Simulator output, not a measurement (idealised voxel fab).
Module name: voxel double patterning (process module)
Xsec cut, 280 nm wide, square cell size 5 nm.
In this document a cross-section is written as a grid of square cells. It is given as a series of bands, listed from the top down, and a band is one or more rows of cells.
A band entry consists of two parts. The first gives the height of the band's top and the height of its bottom, in nm. The rest lists the band's materials from left to right, each with its width in nm. A single material labelled with the word "full width" fills the band from edge to edge, and the word "air" marks empty space.
Height 0 is the level under which the wafer as received is all one material. The lowest band goes on downwards, as in "0 and below".
A width given as "30 to 40" starts at the first number in the band's top row and ends at the second number in its bottom row, shifting by an equal amount at every step from row to row.
Take "everything unchanged" at face value: in the step it is given for, the cross-section changed in none of its cells.
Entry "Entrapped voids" = empty spaces >= 8 cells with no open way to the top; each as width x height at distance, distance from left edge, all nm.
Heads up: the bit after the settings on a step's line is the simulator's remark on that step.
overlay nm: how far to the right of its planned place the mask lay on this masked step (negative: to the left).
Pairs, read this way: before one process step on the one hand, after it on the other, the after cross-section ending at the lowest band that changed; the step between, settings included, beneath. Same starting wafer throughout, but possibly different runs of this module, so no pair continues from the pair above unless its entry headed "Pre-process cross-section" says so.
Pre-process cross-section:
* 0 and below  Si full width
* Entrapped voids: none
After the Step:
* 5 down to 0  SiO2 full width
* For the remainder of the cross-section, below 0, there is no change.
* Entrapped voids: none
Upper to lower cross-section via CONFORMAL_DEP | material SiO2 | thk nm 5
Pre-process cross-section: Please consult the pair immediately above; the cross-section it shows after its step is the state before this step.
After the Step:
* 25 down to 5  TiN full width
* For the remainder of the cross-section, below 5, there is no change.
* Entrapped voids: none
Upper to lower cross-section via DIRECTIONAL_DEP | material TiN | thk nm 20
Pre-process cross-section: Please consult the pair immediately above; the cross-section it shows after its step is the state before this step.
After the Step:
* 30 down to 25  SiCN full width
* For the remainder of the cross-section, below 25, there is no change.
* Entrapped voids: none
Upper to lower cross-section via DIRECTIONAL_DEP | material SiCN | thk nm 5
Pre-process cross-section: Please consult the pair immediately above; the cross-section it shows after its step is the state before this step.
After the Step:
* 45 down to 30  resist (105), then air (15), then resist (35), then air (15), then resist (110)
* For the remainder of the cross-section, below 30, there is no change.
* Entrapped voids: none
Upper to lower cross-section via PATTERN | tone open | mask id FIRST | material resist | width nm 15 | pitch nm 50 | thk nm 15 | overlay nm 0
Pre-process cross-section: Please consult the pair immediately above; the cross-section it shows after its step is the state before this step.
After the Step:
* 45 down to 30  resist (105), then air (15), then resist (35), then air (15), then resist (110)
* 30 down to 25  SiCN (105), then air (15), then SiCN (35), then air (15), then SiCN (110)
* For the remainder of the cross-section, below 25, there is no change.
* Entrapped voids: none
Upper to lower cross-section via DIRECTIONAL_ETCH | etch materials SiCN | depth nm 5
Pre-process cross-section: Please consult the pair immediately above; the cross-section it shows after its step is the state before this step.
After the Step:
* 30 down to 25  SiCN (105), then air (15), then SiCN (35), then air (15), then SiCN (110)
* For the remainder of the cross-section, below 25, there is no change.
* Entrapped voids: none
Upper to lower cross-section via STRIP | etch materials resist
Pre-process cross-section: Please consult the pair immediately above; the cross-section it shows after its step is the state before this step.
After the Step:
* 45 down to 30  resist (130), then air (15), then resist (135)
* 30 down to 25  SiCN (105), then resist (15), then SiCN (35), then resist (15), then SiCN (110)
* For the remainder of the cross-section, below 25, there is no change.
* Entrapped voids: none
Upper to lower cross-section via PATTERN | tone open | mask id SECOND | material resist | width nm 15 | thk nm 15 | overlay nm 0
Pre-process cross-section: Please consult the pair immediately above; the cross-section it shows after its step is the state before this step.
After the Step:
* 45 down to 30  resist (130), then air (15), then resist (135)
* 30 down to 25  SiCN (105), then resist (15), then SiCN (10), then air (15), then SiCN (10), then resist (15), then SiCN (110)
* For the remainder of the cross-section, below 25, there is no change.
* Entrapped voids: none
Upper to lower cross-section via DIRECTIONAL_ETCH | etch materials SiCN | depth nm 5
Pre-process cross-section: Please consult the pair immediately above; the cross-section it shows after its step is the state before this step.
After the Step:
* 30 down to 25  SiCN (105), then air (15), then SiCN (10), then air (15), then SiCN (10), then air (15), then SiCN (110)
* For the remainder of the cross-section, below 25, there is no change.
* Entrapped voids: none
Upper to lower cross-section via STRIP | etch materials resist
Pre-process cross-section: Please consult the pair immediately above; the cross-section it shows after its step is the state before this step.
After the Step:
* 30 down to 25  SiCN (105), then air (15), then SiCN (10), then air (15), then SiCN (10), then air (15), then SiCN (110)
* 25 down to 5  TiN (105), then air (15), then TiN (10), then air (15), then TiN (10), then air (15), then TiN (110)
* For the remainder of the cross-section, below 5, there is no change.
* Entrapped voids: none
Upper to lower cross-section via DIRECTIONAL_ETCH | etch materials TiN | depth nm 20
Pre-process cross-section: Please consult the pair immediately above; the cross-section it shows after its step is the state before this step.
After the Step:
* 25 down to 5  TiN (105), then air (15), then TiN (10), then air (15), then TiN (10), then air (15), then TiN (110)
* For the remainder of the cross-section, below 5, there is no change.
* Entrapped voids: none
Upper to lower cross-section via STRIP | etch materials SiCN
Pre-process cross-section:
* 25 down to 5  TiN full width
* 5 down to 0  SiO2 full width
* 0 and below  Si full width
* Entrapped voids: none
After the Step:
* 45 down to 5  TiN full width
* For the remainder of the cross-section, below 5, there is no change.
* Entrapped voids: none
Upper to lower cross-section via DIRECTIONAL_DEP | material TiN | thk nm 20
Pre-process cross-section: Please consult the pair immediately above; the cross-section it shows after its step is the state before this step.
After the Step:
* 50 down to 45  SiCN full width
* For the remainder of the cross-section, below 45, there is no change.
* Entrapped voids: none
Upper to lower cross-section via DIRECTIONAL_DEP | material SiCN | thk nm 5
Pre-process cross-section: Please consult the pair immediately above; the cross-section it shows after its step is the state before this step.
After the Step:
* 65 down to 50  resist (105), then air (15), then resist (35), then air (15), then resist (110)
* For the remainder of the cross-section, below 50, there is no change.
* Entrapped voids: none
Upper to lower cross-section via PATTERN | tone open | mask id FIRST | material resist | width nm 15 | pitch nm 50 | thk nm 15 | overlay nm 0
Pre-process cross-section: Please consult the pair immediately above; the cross-section it shows after its step is the state before this step.
After the Step:
* 65 down to 50  resist (105), then air (15), then resist (35), then air (15), then resist (110)
* 50 down to 45  SiCN (105), then air (15), then SiCN (35), then air (15), then SiCN (110)
* For the remainder of the cross-section, below 45, there is no change.
* Entrapped voids: none
Upper to lower cross-section via DIRECTIONAL_ETCH | etch materials SiCN | depth nm 5
Pre-process cross-section: Please consult the pair immediately above; the cross-section it shows after its step is the state before this step.
After the Step:
* 50 down to 45  SiCN (105), then air (15), then SiCN (35), then air (15), then SiCN (110)
* For the remainder of the cross-section, below 45, there is no change.
* Entrapped voids: none
Upper to lower cross-section via STRIP | etch materials resist
Pre-process cross-section: Please consult the pair immediately above; the cross-section it shows after its step is the state before this step.
After the Step:
* 65 down to 50  resist (130), then air (15), then resist (135)
* 50 down to 45  SiCN (105), then resist (15), then SiCN (35), then resist (15), then SiCN (110)
* For the remainder of the cross-section, below 45, there is no change.
* Entrapped voids: none
Upper to lower cross-section via PATTERN | tone open | mask id SECOND | material resist | width nm 15 | thk nm 15 | overlay nm 0
Pre-process cross-section: Please consult the pair immediately above; the cross-section it shows after its step is the state before this step.
After the Step:
* 65 down to 50  resist (130), then air (15), then resist (135)
* 50 down to 45  SiCN (105), then resist (15), then SiCN (10), then air (15), then SiCN (10), then resist (15), then SiCN (110)
* For the remainder of the cross-section, below 45, there is no change.
* Entrapped voids: none
Upper to lower cross-section via DIRECTIONAL_ETCH | etch materials SiCN | depth nm 5
Pre-process cross-section: Please consult the pair immediately above; the cross-section it shows after its step is the state before this step.
After the Step:
* 50 down to 45  SiCN (105), then air (15), then SiCN (10), then air (15), then SiCN (10), then air (15), then SiCN (110)
* For the remainder of the cross-section, below 45, there is no change.
* Entrapped voids: none
Upper to lower cross-section via STRIP | etch materials resist
Pre-process cross-section: Please consult the pair immediately above; the cross-section it shows after its step is the state before this step.
After the Step:
* 50 down to 45  SiCN (105), then air (15), then SiCN (10), then air (15), then SiCN (10), then air (15), then SiCN (110)
* 45 down to 25  TiN (105), then air (15), then TiN (10), then air (15), then TiN (10), then air (15), then TiN (110)
* For the remainder of the cross-section, below 25, there is no change.
* Entrapped voids: none
Upper to lower cross-section via DIRECTIONAL_ETCH | etch materials TiN | depth nm 20
Pre-process cross-section: Please consult the pair immediately above; the cross-section it shows after its step is the state before this step.
After the Step:
* 45 down to 25  TiN (105), then air (15), then TiN (10), then air (15), then TiN (10), then air (15), then TiN (110)
* For the remainder of the cross-section, below 25, there is no change.
* Entrapped voids: none
Upper to lower cross-section via STRIP | etch materials SiCN
Pre-process cross-section:
* 0 and below  Si full width
* Entrapped voids: none
After the Step:
* 20 down to 0  TiN full width
* For the remainder of the cross-section, below 0, there is no change.
* Entrapped voids: none
Upper to lower cross-section via DIRECTIONAL_DEP | material TiN | thk nm 20
Pre-process cross-section: Please consult the pair immediately above; the cross-section it shows after its step is the state before this step.
After the Step:
* 25 down to 20  SiO2 full width
* For the remainder of the cross-section, below 20, there is no change.
* Entrapped voids: none
Upper to lower cross-section via CONFORMAL_DEP | material SiO2 | thk nm 5
Pre-process cross-section: Please consult the pair immediately above; the cross-section it shows after its step is the state before this step.
After the Step:
* 30 down to 25  SiCN full width
* For the remainder of the cross-section, below 25, there is no change.
* Entrapped voids: none
Upper to lower cross-section via DIRECTIONAL_DEP | material SiCN | thk nm 5
Pre-process cross-section: Please consult the pair immediately above; the cross-section it shows after its step is the state before this step.
After the Step:
* 45 down to 30  resist (105), then air (15), then resist (35), then air (15), then resist (110)
* For the remainder of the cross-section, below 30, there is no change.
* Entrapped voids: none
Upper to lower cross-section via PATTERN | tone open | mask id FIRST | material resist | width nm 15 | pitch nm 50 | thk nm 15 | overlay nm 0
Pre-process cross-section: Please consult the pair immediately above; the cross-section it shows after its step is the state before this step.
After the Step:
* 45 down to 30  resist (105), then air (15), then resist (35), then air (15), then resist (110)
* 30 down to 25  SiCN (105), then air (15), then SiCN (35), then air (15), then SiCN (110)
* For the remainder of the cross-section, below 25, there is no change.
* Entrapped voids: none
Upper to lower cross-section via DIRECTIONAL_ETCH | etch materials SiCN | depth nm 5
Pre-process cross-section: Please consult the pair immediately above; the cross-section it shows after its step is the state before this step.
After the Step:
* 30 down to 25  SiCN (105), then air (15), then SiCN (35), then air (15), then SiCN (110)
* For the remainder of the cross-section, below 25, there is no change.
* Entrapped voids: none
Upper to lower cross-section via STRIP | etch materials resist
Pre-process cross-section: Please consult the pair immediately above; the cross-section it shows after its step is the state before this step.
After the Step:
* 45 down to 30  resist (130), then air (15), then resist (135)
* 30 down to 25  SiCN (105), then resist (15), then SiCN (35), then resist (15), then SiCN (110)
* For the remainder of the cross-section, below 25, there is no change.
* Entrapped voids: none
Upper to lower cross-section via PATTERN | tone open | mask id SECOND | material resist | width nm 15 | thk nm 15 | overlay nm 0
Pre-process cross-section: Please consult the pair immediately above; the cross-section it shows after its step is the state before this step.
After the Step:
* 45 down to 30  resist (130), then air (15), then resist (135)
* 30 down to 25  SiCN (105), then resist (15), then SiCN (10), then air (15), then SiCN (10), then resist (15), then SiCN (110)
* For the remainder of the cross-section, below 25, there is no change.
* Entrapped voids: none
Upper to lower cross-section via DIRECTIONAL_ETCH | etch materials SiCN | depth nm 5
Pre-process cross-section: Please consult the pair immediately above; the cross-section it shows after its step is the state before this step.
After the Step:
* 30 down to 25  SiCN (105), then air (15), then SiCN (10), then air (15), then SiCN (10), then air (15), then SiCN (110)
* For the remainder of the cross-section, below 25, there is no change.
* Entrapped voids: none
Upper to lower cross-section via STRIP | etch materials resist
Pre-process cross-section: Please consult the pair immediately above; the cross-section it shows after its step is the state before this step.
After the Step:
* 25 down to 20  SiO2 full width
* For the remainder of the cross-section, below 20, there is no change.
* Entrapped voids: none
Upper to lower cross-section via STRIP | etch materials SiCN
Pre-process cross-section:
* 30 down to 25  SiCN (105), then air (15), then SiCN (10), then air (15), then SiCN (10), then air (15), then SiCN (110)
* 25 down to 5  TiN full width
* 5 down to 0  SiO2 full width
* 0 and below  Si full width
* Entrapped voids: none
After the Step:
* 30 down to 25  SiCN (105), then air (15), then SiCN (10), then air (15), then SiCN (10), then air (15), then SiCN (110)
* 25 down to 15  TiN (105), then air (15), then TiN (10), then air (15), then TiN (10), then air (15), then TiN (110)
* For the remainder of the cross-section, below 15, there is no change.
* Entrapped voids: none
Upper to lower cross-section via DIRECTIONAL_ETCH | etch materials TiN | depth nm 10
Pre-process cross-section: Please consult the pair immediately above; the cross-section it shows after its step is the state before this step.
After the Step:
* 25 down to 15  TiN (105), then air (15), then TiN (10), then air (15), then TiN (10), then air (15), then TiN (110)
* For the remainder of the cross-section, below 15, there is no change.
* Entrapped voids: none
Upper to lower cross-section via STRIP | etch materials SiCN
Pre-process cross-section:
* 30 down to 25  SiCN (105), then air (15), then SiCN (35), then air (15), then SiCN (110)
* 25 down to 5  TiN full width
* 5 down to 0  SiO2 full width
* 0 and below  Si full width
* Entrapped voids: none
After the Step:
* 45 down to 30  resist (125), then air (25), then resist (130)
* 30 down to 25  SiCN (105), then resist (15), then SiCN (35), then resist (15), then SiCN (110)
* For the remainder of the cross-section, below 25, there is no change.
* Entrapped voids: none
Upper to lower cross-section via PATTERN | tone open | mask id SECOND | material resist | width nm 25 | thk nm 15 | overlay nm 0
Pre-process cross-section: Please consult the pair immediately above; the cross-section it shows after its step is the state before this step.
After the Step:
* 45 down to 30  resist (125), then air (25), then resist (130)
* 30 down to 25  SiCN (105), then resist (15), then SiCN (5), then air (25), then SiCN (5), then resist (15), then SiCN (110)
* For the remainder of the cross-section, below 25, there is no change.
* Entrapped voids: none
Upper to lower cross-section via DIRECTIONAL_ETCH | etch materials SiCN | depth nm 5
Pre-process cross-section: Please consult the pair immediately above; the cross-section it shows after its step is the state before this step.
After the Step:
* 30 down to 25  SiCN (105), then air (15), then SiCN (5), then air (25), then SiCN (5), then air (15), then SiCN (110)
* For the remainder of the cross-section, below 25, there is no change.
* Entrapped voids: none
Upper to lower cross-section via STRIP | etch materials resist
Pre-process cross-section: Please consult the pair immediately above; the cross-section it shows after its step is the state before this step.
After the Step:
* 30 down to 25  SiCN (105), then air (15), then SiCN (5), then air (25), then SiCN (5), then air (15), then SiCN (110)
* 25 down to 5  TiN (105), then air (15), then TiN (5), then air (25), then TiN (5), then air (15), then TiN (110)
* For the remainder of the cross-section, below 5, there is no change.
* Entrapped voids: none
Upper to lower cross-section via DIRECTIONAL_ETCH | etch materials TiN | depth nm 20
Pre-process cross-section: Please consult the pair immediately above; the cross-section it shows after its step is the state before this step.
After the Step:
* 25 down to 5  TiN (105), then air (15), then TiN (5), then air (25), then TiN (5), then air (15), then TiN (110)
* For the remainder of the cross-section, below 5, there is no change.
* Entrapped voids: none
Upper to lower cross-section via STRIP | etch materials SiCN
Pre-process cross-section:
* 30 down to 25  SiCN full width
* 25 down to 5  TiN full width
* 5 down to 0  SiO2 full width
* 0 and below  Si full width
* Entrapped voids: none
After the Step:
* 45 down to 30  resist (115), then air (15), then resist (35), then air (15), then resist (100)
* For the remainder of the cross-section, below 30, there is no change.
* Entrapped voids: none
Upper to lower cross-section via PATTERN | tone open | mask id FIRST | material resist | width nm 15 | pitch nm 50 | thk nm 15 | overlay nm 10
Pre-process cross-section: Please consult the pair immediately above; the cross-section it shows after its step is the state before this step.
After the Step:
* 45 down to 30  resist (115), then air (15), then resist (35), then air (15), then resist (100)
* 30 down to 25  SiCN (115), then air (15), then SiCN (35), then air (15), then SiCN (100)
* For the remainder of the cross-section, below 25, there is no change.
* Entrapped voids: none
Upper to lower cross-section via DIRECTIONAL_ETCH | etch materials SiCN | depth nm 5
Pre-process cross-section: Please consult the pair immediately above; the cross-section it shows after its step is the state before this step.
After the Step:
* 30 down to 25  SiCN (115), then air (15), then SiCN (35), then air (15), then SiCN (100)
* For the remainder of the cross-section, below 25, there is no change.
* Entrapped voids: none
Upper to lower cross-section via STRIP | etch materials resist
Pre-process cross-section: Please consult the pair immediately above; the cross-section it shows after its step is the state before this step.
After the Step:
* 45 down to 30  resist (130), then air (15), then resist (135)
* 30 down to 25  SiCN (115), then resist (15), then SiCN (35), then resist (15), then SiCN (100)
* For the remainder of the cross-section, below 25, there is no change.
* Entrapped voids: none
Upper to lower cross-section via PATTERN | tone open | mask id SECOND | material resist | width nm 15 | thk nm 15 | overlay nm 0
Pre-process cross-section: Please consult the pair immediately above; the cross-section it shows after its step is the state before this step.
After the Step:
* 45 down to 30  resist (130), then air (15), then resist (135)
* 30 down to 25  SiCN (115), then resist (15), then air (15), then SiCN (20), then resist (15), then SiCN (100)
* For the remainder of the cross-section, below 25, there is no change.
* Entrapped voids: none
Upper to lower cross-section via DIRECTIONAL_ETCH | etch materials SiCN | depth nm 5
Pre-process cross-section: Please consult the pair immediately above; the cross-section it shows after its step is the state before this step.
After the Step:
* 30 down to 25  SiCN (115), then air (30), then SiCN (20), then air (15), then SiCN (100)
* For the remainder of the cross-section, below 25, there is no change.
* Entrapped voids: none
Upper to lower cross-section via STRIP | etch materials resist
Pre-process cross-section: Please consult the pair immediately above; the cross-section it shows after its step is the state before this step.
After the Step:
* 30 down to 25  SiCN (115), then air (30), then SiCN (20), then air (15), then SiCN (100)
* 25 down to 5  TiN (115), then air (30), then TiN (20), then air (15), then TiN (100)
* For the remainder of the cross-section, below 5, there is no change.
* Entrapped voids: none
Upper to lower cross-section via DIRECTIONAL_ETCH | etch materials TiN | depth nm 20
Pre-process cross-section: Please consult the pair immediately above; the cross-section it shows after its step is the state before this step.
After the Step:
* 25 down to 5  TiN (115), then air (30), then TiN (20), then air (15), then TiN (100)
* For the remainder of the cross-section, below 5, there is no change.
* Entrapped voids: none
Upper to lower cross-section via STRIP | etch materials SiCN
Pre-process cross-section:
* 25 down to 5  TiN full width
* 5 down to 0  SiO2 full width
* 0 and below  Si full width
* Entrapped voids: none
After the Step:
* 30 down to 5  TiN full width
* For the remainder of the cross-section, below 5, there is no change.
* Entrapped voids: none
Upper to lower cross-section via DIRECTIONAL_DEP | material TiN | thk nm 5
Pre-process cross-section: Please consult the pair immediately above; the cross-section it shows after its step is the state before this step.
After the Step:
* 45 down to 30  resist (105), then air (15), then resist (35), then air (15), then resist (110)
* For the remainder of the cross-section, below 30, there is no change.
* Entrapped voids: none
Upper to lower cross-section via PATTERN | tone open | mask id FIRST | material resist | width nm 15 | pitch nm 50 | thk nm 15 | overlay nm 0
Pre-process cross-section: Please consult the pair immediately above; the cross-section it shows after its step is the state before this step.
After the Step:
* 30 down to 5  TiN full width
* For the remainder of the cross-section, below 5, there is no change.
* Entrapped voids: none
Upper to lower cross-section via STRIP | etch materials resist
Pre-process cross-section: Please consult the pair immediately above; the cross-section it shows after its step is the state before this step.
After the Step:
* 45 down to 30  resist (130), then air (15), then resist (135)
* For the remainder of the cross-section, below 30, there is no change.
* Entrapped voids: none
Upper to lower cross-section via PATTERN | tone open | mask id SECOND | material resist | width nm 15 | thk nm 15 | overlay nm 0
Pre-process cross-section: Please consult the pair immediately above; the cross-section it shows after its step is the state before this step.
After the Step:
* 30 down to 5  TiN full width
* For the remainder of the cross-section, below 5, there is no change.
* Entrapped voids: none
Upper to lower cross-section via STRIP | etch materials resist
Pre-process cross-section: Please consult the pair immediately above; the cross-section it shows after its step is the state before this step.
After the Step:
* 10 down to 5  TiN full width
* For the remainder of the cross-section, below 5, there is no change.
* Entrapped voids: none
Upper to lower cross-section via DIRECTIONAL_ETCH | etch materials TiN | depth nm 20
Pre-process cross-section:
* 30 down to 25  SiCN full width
* 25 down to 5  TiN full width
* 5 down to 0  SiO2 full width
* 0 and below  Si full width
* Entrapped voids: none
After the Step:
* 45 down to 30  air (105), then resist (15), then air (35), then resist (15), then air (110)
* For the remainder of the cross-section, below 30, there is no change.
* Entrapped voids: none
Upper to lower cross-section via PATTERN | tone cover | mask id FIRST | material resist | width nm 15 | pitch nm 50 | thk nm 15 | overlay nm 0
Pre-process cross-section: Please consult the pair immediately above; the cross-section it shows after its step is the state before this step.
After the Step:
* 45 down to 30  air (105), then resist (15), then air (35), then resist (15), then air (110)
* 30 down to 25  air (105), then SiCN (15), then air (35), then SiCN (15), then air (110)
* For the remainder of the cross-section, below 25, there is no change.
* Entrapped voids: none
Upper to lower cross-section via DIRECTIONAL_ETCH | etch materials SiCN | depth nm 5
Pre-process cross-section: Please consult the pair immediately above; the cross-section it shows after its step is the state before this step.
After the Step:
* 30 down to 25  air (105), then SiCN (15), then air (35), then SiCN (15), then air (110)
* For the remainder of the cross-section, below 25, there is no change.
* Entrapped voids: none
Upper to lower cross-section via STRIP | etch materials resist
Pre-process cross-section: Please consult the pair immediately above; the cross-section it shows after its step is the state before this step.
After the Step:
* 45 down to 30  resist (130), then air (15), then resist (135)
* 30 down to 25  resist (105), then SiCN (15), then resist (10), then air (15), then resist (10), then SiCN (15), then resist (110)
* For the remainder of the cross-section, below 25, there is no change.
* Entrapped voids: none
Upper to lower cross-section via PATTERN | tone open | mask id SECOND | material resist | width nm 15 | thk nm 15 | overlay nm 0
Pre-process cross-section: Please consult the pair immediately above; the cross-section it shows after its step is the state before this step.
After the Step:
* 30 down to 25  air (105), then SiCN (15), then air (35), then SiCN (15), then air (110)
* For the remainder of the cross-section, below 25, there is no change.
* Entrapped voids: none
Upper to lower cross-section via STRIP | etch materials resist
Pre-process cross-section: Please consult the pair immediately above; the cross-section it shows after its step is the state before this step.
After the Step:
* 30 down to 25  air (105), then SiCN (15), then air (35), then SiCN (15), then air (110)
* 25 down to 5  air (105), then TiN (15), then air (35), then TiN (15), then air (110)
* For the remainder of the cross-section, below 5, there is no change.
* Entrapped voids: none
Upper to lower cross-section via DIRECTIONAL_ETCH | etch materials TiN | depth nm 20
Pre-process cross-section: Please consult the pair immediately above; the cross-section it shows after its step is the state before this step.
After the Step:
* 25 down to 5  air (105), then TiN (15), then air (35), then TiN (15), then air (110)
* For the remainder of the cross-section, below 5, there is no change.
* Entrapped voids: none
Upper to lower cross-section via STRIP | etch materials SiCN
